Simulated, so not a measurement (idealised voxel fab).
This is a process module. Its name is voxel self aligned vias.
We display cut, a cross-section 285 nm in width whose square cells are each 5 nm.
A cross-section is written here as square cells arranged in a grid, and it is given in bands from the top down, each band taking up one or more rows of cells.
In this notation a band is specified by the heights of its top and bottom, in that order and in nm, after which its materials appear from left to right, each paired with its width in nm. The word "throughout" attached to a single material means that material fills the band from edge to edge; the word "air" stands for empty space.
Height is counted from the level 0, under which the received wafer is composed throughout of one material. The lowest of the bands is not closed at the bottom but continues downward, in the notation "0 nm and below".
Width: "30 to 40" (first number = top row, second number = bottom row, same change from row to row of cells).
Any step labelled "same as before" changed none of the cells in the cross-section.
Closed-off voids of 8+ cells (no open route to the top) go in "Enclosed void catalog", written width x height at distance from the left edge, in nm.
If you see something after the settings on a step's line, that's the simulator's own remark about that step.
overlay nm: where the mask lay relative to plan, measured to the right, on steps with a mask; negatives go left.

PROCESS STEPS (PLANNED)
1. RECEIVE (material Si)
2. CONFORMAL_DEP (material SiO2; thk nm 15)
3. CONFORMAL_DEP (material SiCN; thk nm 5)
4. DIRECTIONAL_DEP (material lowk; thk nm 30)
5. DIRECTIONAL_DEP (material aC; thk nm 10)
6. PATTERN (tone open; mask id LINES; material resist; width nm 30; pitch nm 55; thk nm 25; overlay nm 0)
7. DIRECTIONAL_ETCH (etch materials aC; depth nm 10)
8. STRIP (etch materials resist)
9. DIRECTIONAL_ETCH (etch materials lowk; depth nm 30)
10. STRIP (etch materials aC)
11. CONFORMAL_DEP (material TiN; thk nm 5)
12. FILL_DEP (material W; thk nm 10)
13. CMP (height nm 50)
14. SELECTIVE_ETCH (etch materials W Ru TiN; depth nm 5)
15. FILL_DEP (material SiN; thk nm 5)
16. CMP (height nm 50)
17. DIRECTIONAL_DEP (material lowk; thk nm 20)
18. PATTERN (tone open; mask id VIAS; material resist; width nm 40; thk nm 20; overlay nm 0)
19. DIRECTIONAL_ETCH (etch materials lowk; depth nm 20)
20. DIRECTIONAL_ETCH (etch materials SiN; depth nm 5)
21. STRIP (etch materials resist)
22. CONFORMAL_DEP (material TiN; thk nm 5)
23. FILL_DEP (material W; thk nm 10)
24. CMP (height nm 70)
25. CONFORMAL_DEP (material SiN; thk nm 5)

SO, THE FIRST OF OUR TWO WAFERS, RUN JUST AS WE PLANNED IT

CROSS-SECTION: WAFER ON ARRIVAL = AFTER STEP 1
  0 nm and below: Si throughout
  Enclosed void catalog: none

WAFER AFTER STEP 2 (CROSS-SECTION)
  15 nm to 0 nm: SiO2 throughout
  Note: structure below 0 unchanged.

WAFER AFTER STEP 3 (CROSS-SECTION)
  20 nm to 15 nm: SiCN throughout
  Note: structure below 15 unchanged.

WAFER AFTER STEP 4 (CROSS-SECTION)
  50 nm to 20 nm: lowk throughout
  Note: structure below 20 unchanged.

WAFER AFTER STEP 5 (CROSS-SECTION)
  60 nm to 50 nm: aC throughout
  Note: structure below 50 unchanged.

WAFER AFTER STEP 6 (CROSS-SECTION)
  85 nm to 60 nm: resist: 100, then air: 30, then resist: 25, then air: 30, then resist: 100
  Note: structure below 60 unchanged.

WAFER AFTER STEP 7 (CROSS-SECTION)
  75 nm to 60 nm: resist: 100, then air: 30, then resist: 25, then air: 30, then resist: 100
  60 nm to 50 nm: aC: 100, then air: 30, then aC: 25, then air: 30, then aC: 100
  Note: structure below 50 unchanged.

WAFER AFTER STEP 8 (CROSS-SECTION)
  60 nm to 50 nm: aC: 100, then air: 30, then aC: 25, then air: 30, then aC: 100
  Note: structure below 50 unchanged.

WAFER AFTER STEP 9 (CROSS-SECTION)
  60 nm to 50 nm: aC: 100, then air: 30, then aC: 25, then air: 30, then aC: 100
  50 nm to 20 nm: lowk: 100, then air: 30, then lowk: 25, then air: 30, then lowk: 100
  Note: structure below 20 unchanged.

WAFER AFTER STEP 10 (CROSS-SECTION)
  50 nm to 20 nm: lowk: 100, then air: 30, then lowk: 25, then air: 30, then lowk: 100
  Note: structure below 20 unchanged.

WAFER AFTER STEP 11 (CROSS-SECTION)
  55 nm to 50 nm: TiN: 105, then air: 20, then TiN: 35, then air: 20, then TiN: 105
  50 nm to 25 nm: lowk: 100, then TiN: 5, then air: 20, then TiN: 5, then lowk: 25, then TiN: 5, then air: 20, then TiN: 5, then lowk: 100
  25 nm to 20 nm: lowk: 100, then TiN: 30, then lowk: 25, then TiN: 30, then lowk: 100
  Note: structure below 20 unchanged.

WAFER AFTER STEP 12 (CROSS-SECTION)
  65 nm to 55 nm: W throughout
  55 nm to 50 nm: TiN: 105, then W: 20, then TiN: 35, then W: 20, then TiN: 105
  50 nm to 25 nm: lowk: 100, then TiN: 5, then W: 20, then TiN: 5, then lowk: 25, then TiN: 5, then W: 20, then TiN: 5, then lowk: 100
  Note: structure below 25 unchanged.

WAFER AFTER STEP 13 (CROSS-SECTION)
  50 nm to 25 nm: lowk: 100, then TiN: 5, then W: 20, then TiN: 5, then lowk: 25, then TiN: 5, then W: 20, then TiN: 5, then lowk: 100
  Note: structure below 25 unchanged.

WAFER AFTER STEP 14 (CROSS-SECTION)
  50 nm to 45 nm: lowk: 100, then air: 30, then lowk: 25, then air: 30, then lowk: 100
  Note: structure below 45 unchanged.

WAFER AFTER STEP 15 (CROSS-SECTION)
  55 nm to 50 nm: SiN throughout
  50 nm to 45 nm: lowk: 100, then SiN: 30, then lowk: 25, then SiN: 30, then lowk: 100
  Note: structure below 45 unchanged.

WAFER AFTER STEP 16 (CROSS-SECTION)
  50 nm to 45 nm: lowk: 100, then SiN: 30, then lowk: 25, then SiN: 30, then lowk: 100
  Note: structure below 45 unchanged.

WAFER AFTER STEP 17 (CROSS-SECTION)
  70 nm to 50 nm: lowk throughout
  Note: structure below 50 unchanged.

WAFER AFTER STEP 18 (CROSS-SECTION)
  90 nm to 70 nm: resist: 95, then air: 40, then resist: 150
  Note: structure below 70 unchanged.

WAFER AFTER STEP 19 (CROSS-SECTION)
  90 nm to 70 nm: resist: 95, then air: 40, then resist: 150
  70 nm to 50 nm: lowk: 95, then air: 40, then lowk: 150
  Note: structure below 50 unchanged.

WAFER AFTER STEP 20 (CROSS-SECTION)
  90 nm to 70 nm: resist: 95, then air: 40, then resist: 150
  70 nm to 50 nm: lowk: 95, then air: 40, then lowk: 150
  50 nm to 45 nm: lowk: 100, then air: 30, then lowk: 25, then SiN: 30, then lowk: 100
  Note: structure below 45 unchanged.

WAFER AFTER STEP 21 (CROSS-SECTION)
  70 nm to 50 nm: lowk: 95, then air: 40, then lowk: 150
  Note: structure below 50 unchanged.

WAFER AFTER STEP 22 (CROSS-SECTION)
  75 nm to 70 nm: TiN: 100, then air: 30, then TiN: 155
  70 nm to 55 nm: lowk: 95, then TiN: 5, then air: 30, then TiN: 5, then lowk: 150
  55 nm to 50 nm: lowk: 95, then TiN: 10, then air: 20, then TiN: 10, then lowk: 150
  50 nm to 45 nm: lowk: 100, then TiN: 30, then lowk: 25, then SiN: 30, then lowk: 100
  Note: structure below 45 unchanged.

WAFER AFTER STEP 23 (CROSS-SECTION)
  85 nm to 75 nm: W throughout
  75 nm to 70 nm: TiN: 100, then W: 30, then TiN: 155
  70 nm to 55 nm: lowk: 95, then TiN: 5, then W: 30, then TiN: 5, then lowk: 150
  55 nm to 50 nm: lowk: 95, then TiN: 10, then W: 20, then TiN: 10, then lowk: 150
  Note: structure below 50 unchanged.

WAFER AFTER STEP 24 (CROSS-SECTION)
  70 nm to 55 nm: lowk: 95, then TiN: 5, then W: 30, then TiN: 5, then lowk: 150
  Note: structure below 55 unchanged.

WAFER AFTER STEP 25 (CROSS-SECTION)
  75 nm to 70 nm: SiN throughout
  Note: structure below 70 unchanged.

NOW THE OTHER WAFER: SAME START, SAME RECIPE, BUT WE MESSED UP ONE THING WHEN RUNNING IT. UP TO AND INCLUDING STEP 17 IT'S THE SAME AS THE FIRST ONE

CROSS-SECTION OF THE SECOND WAFER CORRESPONDING TO THE PLANNED CONCLUSION OF STEP 18
  90 nm to 70 nm: resist: 85, then air: 40, then resist: 160
  Note: structure below 70 unchanged.

CROSS-SECTION OF THE SECOND WAFER CORRESPONDING TO THE PLANNED CONCLUSION OF STEP 19
  90 nm to 70 nm: resist: 85, then air: 40, then resist: 160
  70 nm to 50 nm: lowk: 85, then air: 40, then lowk: 160
  Note: structure below 50 unchanged.

CROSS-SECTION OF THE SECOND WAFER CORRESPONDING TO THE PLANNED CONCLUSION OF STEP 20
  90 nm to 70 nm: resist: 85, then air: 40, then resist: 160
  70 nm to 50 nm: lowk: 85, then air: 40, then lowk: 160
  50 nm to 45 nm: lowk: 100, then air: 25, then SiN: 5, then lowk: 25, then SiN: 30, then lowk: 100
  Note: structure below 45 unchanged.

CROSS-SECTION OF THE SECOND WAFER CORRESPONDING TO THE PLANNED CONCLUSION OF STEP 21
  70 nm to 50 nm: lowk: 85, then air: 40, then lowk: 160
  Note: structure below 50 unchanged.

CROSS-SECTION OF THE SECOND WAFER CORRESPONDING TO THE PLANNED CONCLUSION OF STEP 22
  75 nm to 70 nm: TiN: 90, then air: 30, then TiN: 165
  70 nm to 55 nm: lowk: 85, then TiN: 5, then air: 30, then TiN: 5, then lowk: 160
  55 nm to 50 nm: lowk: 85, then TiN: 20, then air: 15, then TiN: 5, then lowk: 160
  50 nm to 45 nm: lowk: 100, then TiN: 25, then SiN: 5, then lowk: 25, then SiN: 30, then lowk: 100
  Note: structure below 45 unchanged.

CROSS-SECTION OF THE SECOND WAFER CORRESPONDING TO THE PLANNED CONCLUSION OF STEP 23
  85 nm to 75 nm: W throughout
  75 nm to 70 nm: TiN: 90, then W: 30, then TiN: 165
  70 nm to 55 nm: lowk: 85, then TiN: 5, then W: 30, then TiN: 5, then lowk: 160
  55 nm to 50 nm: lowk: 85, then TiN: 20, then W: 15, then TiN: 5, then lowk: 160
  Note: structure below 50 unchanged.

CROSS-SECTION OF THE SECOND WAFER CORRESPONDING TO THE PLANNED CONCLUSION OF STEP 24
  70 nm to 55 nm: lowk: 85, then TiN: 5, then W: 30, then TiN: 5, then lowk: 160
  Note: structure below 55 unchanged.

CROSS-SECTION OF THE SECOND WAFER CORRESPONDING TO THE PLANNED CONCLUSION OF STEP 25
  75 nm to 70 nm: SiN throughout
  Note: structure below 70 unchanged.
Diagnosis: step 18 did not use the planned setting and instead ran as PATTERN (tone open; mask id VIAS; material resist; width nm 40; thk nm 20; overlay nm -10)
Bottom line after processing is that, in cells, the second wafer is up or down on some materials versus the first: +1 SiN | -1 W
